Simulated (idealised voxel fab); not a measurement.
Name of the process module below: voxel local oxidation
Section cut is 295 nm wide and gridded with 5 nm square cells.
The cross-sections in this document take the form of a grid made of square cells. They are written out as bands, in order from top to bottom. Each band consists of one or more rows of cells. Top height, bottom height, nm. Materials left to right, width each, nm. Single material + "throughout" = fills band edge to edge. "empty" = empty. Height is counted from the level 0, under which the received wafer is composed throughout of one material. The lowest of the bands is not closed at the bottom but continues downward, in the notation "z 0 and below". The width entry "30 to 40" should be interpreted row by row: the top row of cells in the band takes the first number, the bottom row takes the second number, and the change between adjacent rows is uniform throughout. "changes: none" -> step changed no cross-section cell. "Catalogued sealed voids" specifies each empty space that is not open to the top and that occupies no fewer than 8 cells, using the form width x height at distance, the distance measured from the left edge and all three quantities in nm. It should be noted that, on the line of a given step, the content following the step's settings is a remark produced by the simulator itself with respect to that step. overlay nm: how far to the right of its planned place the mask lay on this masked step (negative: to the left).
These are the steps we planned for the process
1. RECEIVE, material Si
2. CONFORMAL_DEP, material SiO2, thk nm 5
3. CONFORMAL_DEP, material SiN, thk nm 15
4. MASKED_ETCH, tone cover, mask id ACTIVE, width nm 100, etch materials SiN, depth nm 15, overlay nm 0
5. SELECTIVE_ETCH, etch materials SiO2, depth nm 5
6. OXIDIZE, depth nm 10
7. STRIP, etch materials SiN
As received, after step 1
z 0 and below  Si throughout
Catalogued sealed voids: none
A wafer at the end: this start, this plan, one mistake
z 5 to 0  90 SiO2  110 empty  95 SiO2
z 0 to -10  80 Si  130 SiO2  85 Si
z -10 and below  Si throughout
Catalogued sealed voids: none
Diagnosis: not per plan at step 4, really ran MASKED_ETCH, tone open, mask id ACTIVE, width nm 100, etch materials SiN, depth nm 15, overlay nm 0
